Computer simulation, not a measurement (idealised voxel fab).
Documented hereafter: the process module known as voxel transistor to metal.
Displayed cross-section: cut, width of 295 nm, square cells sized 5 nm.
Throughout this document, each cross-section is represented as a grid of square cells and is presented as a sequence of bands enumerated from the top downward, where a band comprises one or more rows of cells.
Band: top height; bottom height; in nm. Then, left to right: material with width in nm, for each material. "throughout": a single material spanning edge to edge. "air": empty space.
Heights are measured from 0, the level below which the as-received wafer is all one material; the lowest band has no bottom and continues downward, written as in "0 nm and below".
The width entry "30 to 40" should be interpreted row by row: the top row of cells in the band takes the first number, the bottom row takes the second number, and the change between adjacent rows is uniform throughout.
Given "identical to before" for a step, no cell of the cross-section differs between before and after that step.
Entry "Cavities, closed". Content: empty spaces with no open connection to the top, size 8 cells or greater. Each: width x height at distance. Distance: from left edge. Unit: nm.
Whatever follows a step's settings on its line is a remark the simulator itself makes about that step.
If you see "overlay nm" on a step's line and that step has a mask, it's telling you how far right of where it was planned the mask ended up; a negative number means it went left instead.
PLANNED PROCESS STEPS
- 1: RECEIVE,material Si
- 2: OXIDIZE,depth nm 5
- 3: CONFORMAL_DEP,material SiN,thk nm 10
- 4: DIRECTIONAL_DEP,material aC,thk nm 15
- 5: PATTERN,tone cover,mask id ACTIVE,material resist,width nm 110,pitch nm 140,thk nm 30,overlay nm 0
- 6: DIRECTIONAL_ETCH,etch materials aC,depth nm 15
- 7: STRIP,etch materials resist
- 8: DIRECTIONAL_ETCH,etch materials SiN,depth nm 10
- 9: DIRECTIONAL_ETCH,etch materials SiO2,depth nm 5
- 10: DIRECTIONAL_ETCH,etch materials Si,depth nm 30
- 11: STRIP,etch materials aC
- 12: FILL_DEP,material SiO2,thk nm 5
- 13: CMP,height nm 10
- 14: SELECTIVE_ETCH,etch materials SiO2,depth nm 5
- 15: STRIP,etch materials SiN
- 16: SELECTIVE_ETCH,etch materials SiO2,depth nm 5
- 17: OXIDIZE,depth nm 5
- 18: DIRECTIONAL_DEP,material polySi,thk nm 30
- 19: DIRECTIONAL_DEP,material SiCN,thk nm 10
- 20: PATTERN,tone cover,mask id GATE,material resist,width nm 20,pitch nm 140,thk nm 20,overlay nm 0
- 21: DIRECTIONAL_ETCH,etch materials SiCN,depth nm 20
- 22: DIRECTIONAL_ETCH,etch materials polySi,depth nm 40
- 23: STRIP,etch materials resist
- 24: CONFORMAL_DEP,material SiO2,thk nm 5
- 25: DIRECTIONAL_ETCH,etch materials SiO2,depth nm 5
- 26: CONFORMAL_DEP,material SiN,thk nm 5
- 27: DIRECTIONAL_ETCH,etch materials SiN,depth nm 5
- 28: DIRECTIONAL_ETCH,etch materials SiO2,depth nm 5
- 29: DIRECTIONAL_ETCH,etch materials Si,depth nm 10
- 30: EPI,material SiGe,thk nm 15
- 31: FILL_DEP,material SiO2,thk nm 5
- 32: CMP,height nm 35
- 33: DIRECTIONAL_DEP,material SiO2,thk nm 10
- 34: PATTERN,tone open,mask id CONTACT,material resist,width nm 35,thk nm 15,overlay nm 0
- 35: DIRECTIONAL_ETCH,etch materials SiO2,depth nm 40
- 36: STRIP,etch materials resist
- 37: CONFORMAL_DEP,material TiN,thk nm 5
- 38: FILL_DEP,material Ru,thk nm 5
- 39: CMP,height nm 45
- 40: DIRECTIONAL_DEP,material TiN,thk nm 5
- 41: DIRECTIONAL_DEP,material W,thk nm 20
- 42: DIRECTIONAL_DEP,material aC,thk nm 10
- 43: PATTERN,tone cover,mask id METAL_1,material resist,width nm 20,thk nm 25,overlay nm 0
- 44: DIRECTIONAL_ETCH,etch materials aC,depth nm 10
- 45: STRIP,etch materials resist
- 46: DIRECTIONAL_ETCH,etch materials W,depth nm 20
- 47: DIRECTIONAL_ETCH,etch materials TiN,depth nm 5
- 48: STRIP,etch materials aC
- 49: CONFORMAL_DEP,material SiN,thk nm 5
- 50: FILL_DEP,material SiO2,thk nm 10
- 51: CMP,height nm 70
- 52: CONFORMAL_DEP,material SiCN,thk nm 5
INCOMING WAFER IN CROSS-SECTION (STATE: AFTER STEP 1)
- 0 nm and below = Si throughout
- Cavities, closed: none
LOOKING AT THE FIRST OF TWO WAFERS IN CROSS-SECTION AT END OF MODULE - RAN TO PLAN
- 75 nm to 70 nm = SiCN throughout
- 70 nm to 50 nm = SiO2 20 nm | SiN 5 nm | W 20 nm | SiN 5 nm | SiO2 50 nm | SiN 5 nm | W 20 nm | SiN 5 nm | SiO2 30 nm | SiN 5 nm | W 20 nm | SiN 5 nm | SiO2 50 nm | SiN 5 nm | W 20 nm | SiN 5 nm | SiO2 25 nm
- 50 nm to 45 nm = SiN 25 nm | TiN 20 nm | SiN 60 nm | TiN 20 nm | SiN 40 nm | TiN 20 nm | SiN 60 nm | TiN 20 nm | SiN 30 nm
- 45 nm to 35 nm = SiO2 25 nm | TiN 5 nm | Ru 25 to 20 nm | TiN 5 to 10 nm | SiO2 30 nm | TiN 5 to 10 nm | Ru 25 to 20 nm | TiN 5 nm | SiO2 40 nm | TiN 5 nm | Ru 25 to 20 nm | TiN 5 to 10 nm | SiO2 30 nm | TiN 5 to 10 nm | Ru 25 to 20 nm | TiN 5 nm | SiO2 30 nm
- 35 nm to 25 nm = SiO2 25 nm | TiN 5 nm | Ru 20 nm | TiN 5 nm | SiN 5 nm | SiO2 5 nm | SiCN 20 nm | SiO2 5 nm | SiN 5 nm | TiN 5 nm | Ru 20 nm | TiN 5 nm | SiO2 40 nm | TiN 5 nm | Ru 20 nm | TiN 5 nm | SiN 5 nm | SiO2 5 nm | SiCN 20 nm | SiO2 5 nm | SiN 5 nm | TiN 5 nm | Ru 20 nm | TiN 5 nm | SiO2 30 nm
- 25 nm to 10 nm = SiO2 25 nm | TiN 5 nm | Ru 20 nm | TiN 5 nm | SiN 5 nm | SiO2 5 nm | polySi 20 nm | SiO2 5 nm | SiN 5 nm | TiN 5 nm | Ru 20 nm | TiN 5 nm | SiO2 40 nm | TiN 5 nm | Ru 20 nm | TiN 5 nm | SiN 5 nm | SiO2 5 nm | polySi 20 nm | SiO2 5 nm | SiN 5 nm | TiN 5 nm | Ru 20 nm | TiN 5 nm | SiO2 30 nm
- 10 nm to 5 nm = SiO2 25 nm | TiN 30 nm | SiN 5 nm | SiO2 5 nm | polySi 20 nm | SiO2 5 nm | SiN 5 nm | TiN 30 nm | SiO2 40 nm | TiN 30 nm | SiN 5 nm | SiO2 5 nm | polySi 20 nm | SiO2 5 nm | SiN 5 nm | TiN 30 nm | SiO2 30 nm
- 5 nm to 0 nm = SiO2 20 nm | SiGe 35 nm | SiN 5 nm | SiO2 5 nm | polySi 20 nm | SiO2 5 nm | SiN 5 nm | SiGe 35 nm | SiO2 30 nm | SiGe 35 nm | SiN 5 nm | SiO2 5 nm | polySi 20 nm | SiO2 5 nm | SiN 5 nm | SiGe 35 nm | SiO2 25 nm
- 0 nm to -5 nm = SiO2 20 nm | SiN 5 nm | SiGe 30 nm | SiN 5 nm | SiO2 5 nm | polySi 20 nm | SiO2 5 nm | SiN 5 nm | SiGe 30 nm | SiN 5 nm | SiO2 30 nm | SiN 5 nm | SiGe 30 nm | SiN 5 nm | SiO2 5 nm | polySi 20 nm | SiO2 5 nm | SiN 5 nm | SiGe 30 nm | SiN 5 nm | SiO2 25 nm
- -5 nm to -10 nm = SiO2 25 nm | SiGe 30 nm | SiO2 40 nm | SiGe 30 nm | SiO2 40 nm | SiGe 30 nm | SiO2 40 nm | SiGe 30 nm | SiO2 30 nm
- -10 nm to -20 nm = SiO2 20 nm | Si 5 nm | SiGe 30 nm | Si 40 nm | SiGe 30 nm | Si 5 nm | SiO2 30 nm | Si 5 nm | SiGe 30 nm | Si 40 nm | SiGe 30 nm | Si 5 nm | SiO2 25 nm
- -20 nm to -35 nm = SiO2 20 nm | Si 110 nm | SiO2 30 nm | Si 110 nm | SiO2 25 nm
- -35 nm and below = Si throughout
- Cavities, closed: none
CROSS-SECTION, SECOND WAFER: SAME START AS THE FIRST, SAME PLAN AS THE FIRST, ONE MISTAKE IN RUNNING IT; TAKEN AT THE END OF THE MODULE
- 75 nm to 70 nm = SiCN throughout
- 70 nm to 50 nm = SiO2 20 nm | SiN 5 nm | W 20 nm | SiN 5 nm | SiO2 50 nm | SiN 5 nm | W 20 nm | SiN 5 nm | SiO2 30 nm | SiN 5 nm | W 20 nm | SiN 5 nm | SiO2 50 nm | SiN 5 nm | W 20 nm | SiN 5 nm | SiO2 25 nm
- 50 nm to 45 nm = SiN 25 nm | TiN 20 nm | SiN 60 nm | TiN 20 nm | SiN 40 nm | TiN 20 nm | SiN 60 nm | TiN 20 nm | SiN 30 nm
- 45 nm to 35 nm = SiO2 25 nm | TiN 5 nm | Ru 25 to 20 nm | TiN 5 to 10 nm | SiO2 30 nm | TiN 5 to 10 nm | Ru 25 to 20 nm | TiN 5 nm | SiO2 40 nm | TiN 5 nm | Ru 25 to 20 nm | TiN 5 to 10 nm | SiO2 30 nm | TiN 5 to 10 nm | Ru 25 to 20 nm | TiN 5 nm | SiO2 30 nm
- 35 nm to 30 nm = SiO2 25 nm | TiN 5 nm | Ru 20 nm | TiN 5 nm | SiN 5 nm | SiO2 5 nm | SiCN 20 nm | SiO2 5 nm | SiN 5 nm | TiN 5 nm | Ru 20 nm | TiN 5 nm | SiO2 40 nm | TiN 5 nm | Ru 20 nm | TiN 5 nm | SiN 5 nm | SiO2 5 nm | SiCN 20 nm | SiO2 5 nm | SiN 5 nm | TiN 5 nm | Ru 20 nm | TiN 5 nm | SiO2 30 nm
- 30 nm to 10 nm = SiO2 25 nm | TiN 5 nm | Ru 20 nm | TiN 5 nm | SiN 5 nm | SiO2 5 nm | polySi 20 nm | SiO2 5 nm | SiN 5 nm | TiN 5 nm | Ru 20 nm | TiN 5 nm | SiO2 40 nm | TiN 5 nm | Ru 20 nm | TiN 5 nm | SiN 5 nm | SiO2 5 nm | polySi 20 nm | SiO2 5 nm | SiN 5 nm | TiN 5 nm | Ru 20 nm | TiN 5 nm | SiO2 30 nm
- 10 nm to 5 nm = SiO2 25 nm | TiN 30 nm | SiN 5 nm | SiO2 5 nm | polySi 20 nm | SiO2 5 nm | SiN 5 nm | TiN 30 nm | SiO2 40 nm | TiN 30 nm | SiN 5 nm | SiO2 5 nm | polySi 20 nm | SiO2 5 nm | SiN 5 nm | TiN 30 nm | SiO2 30 nm
- 5 nm to 0 nm = SiGe 20 nm | SiO2 35 nm | SiN 5 nm | SiO2 5 nm | polySi 20 nm | SiO2 5 nm | SiN 5 nm | SiO2 35 nm | SiGe 30 nm | SiO2 35 nm | SiN 5 nm | SiO2 5 nm | polySi 20 nm | SiO2 5 nm | SiN 5 nm | SiO2 35 nm | SiGe 20 nm | SiO2 5 nm
- 0 nm to -5 nm = SiGe 15 nm | SiN 5 nm | SiO2 110 nm | SiN 5 nm | SiGe 20 nm | SiN 5 nm | SiO2 110 nm | SiN 5 nm | SiGe 15 nm | SiO2 5 nm
- -5 nm to -10 nm = SiGe 15 nm | SiO2 120 nm | SiGe 20 nm | SiO2 120 nm | SiGe 20 nm
- -10 nm to -20 nm = SiGe 15 nm | Si 5 nm | SiO2 110 nm | Si 5 nm | SiGe 20 nm | Si 5 nm | SiO2 110 nm | Si 5 nm | SiGe 20 nm
- -20 nm to -35 nm = Si 20 nm | SiO2 110 nm | Si 30 nm | SiO2 110 nm | Si 25 nm
- -35 nm and below = Si throughout
- Cavities, closed: none
The plan and the run diverged here: planned and actual differ for step 5; actual: PATTERN,tone open,mask id ACTIVE,material resist,width nm 110,pitch nm 140,thk nm 30,overlay nm 0
Wafer comparison, final, in cells, second relative to first, materials more or fewer: 119 fewer of Si; 8 fewer of SiCN; 67 fewer of SiGe; 4 fewer of SiN; 198 more of SiO2
